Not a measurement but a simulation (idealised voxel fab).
process module | voxel plated lines
cross-section cut | 215 nm wide | cells 5 nm
A cross-section is a grid of square cells, given in bands from the top down. A band is one or more rows of cells.
Each band's line starts with the height of the band's top and of its bottom, in nm. Then come its materials from left to right, each with its width in nm. One material with "throughout" fills the band from edge to edge. "air" is empty space.
Height 0 is the level under which the wafer as received is all one material. The lowest band goes on downwards, as in "0 down".
A width such as "30 to 40" changes by the same amount from each row of cells to the next, from the band's top row to its bottom row.
"no change" after a step means that no cell of the cross-section changed.
closed voids: empty space of 8 cells or more with no open way to the top, each as width x height at its distance from the left edge, in nm
after a step's settings: what the simulator itself notes on the step
overlay nm, on a step with a mask: how far to the right of its planned place the mask lay; to the left if negative
plan
1 op RECEIVE | material Si
2 op CONFORMAL_DEP | material Al2O3 | thk nm 5
3 op DIRECTIONAL_DEP | material TiN | thk nm 5
4 op PATTERN | tone open | mask id LINES | material resist | width nm 25 | pitch nm 50 | thk nm 30 | overlay nm 0
5 op EPI | material Ru | thk nm 5
6 op EPI | material Ru | thk nm 5
7 op STRIP | etch materials resist
8 op DIRECTIONAL_ETCH | etch materials TiN | depth nm 5
9 op CONFORMAL_DEP | material SiO2 | thk nm 10
as received, after step 1
  0 down: Si throughout
  closed voids: none
first wafer at the end, as planned
  30 to 20: air 60 | SiO2 45 | air 5 | SiO2 45 | air 60
  20 to 15: air 60 | SiO2 10 | Ru 25 | SiO2 10 | air 5 | SiO2 10 | Ru 25 | SiO2 10 | air 60
  15 to 10: SiO2 70 | Ru 25 | SiO2 25 | Ru 25 | SiO2 70
  10 to 5: SiO2 70 | TiN 25 | SiO2 25 | TiN 25 | SiO2 70
  5 to 0: Al2O3 throughout
  0 down: Si throughout
  closed voids: none
second wafer at the end: like start, like plan, one mistake
  30 to 20: air 65 | SiO2 45 | air 5 | SiO2 45 | air 55
  20 to 15: air 65 | SiO2 10 | Ru 25 | SiO2 10 | air 5 | SiO2 10 | Ru 25 | SiO2 10 | air 55
  15 to 10: SiO2 75 | Ru 25 | SiO2 25 | Ru 25 | SiO2 65
  10 to 5: SiO2 75 | TiN 25 | SiO2 25 | TiN 25 | SiO2 65
  5 to 0: Al2O3 throughout
  0 down: Si throughout
  closed voids: none
what went wrong: step 4 ran as: op PATTERN | tone open | mask id LINES | material resist | width nm 25 | pitch nm 50 | thk nm 30 | overlay nm 5
at the end the second wafer has, in cells: as many of each material as the first, in other places
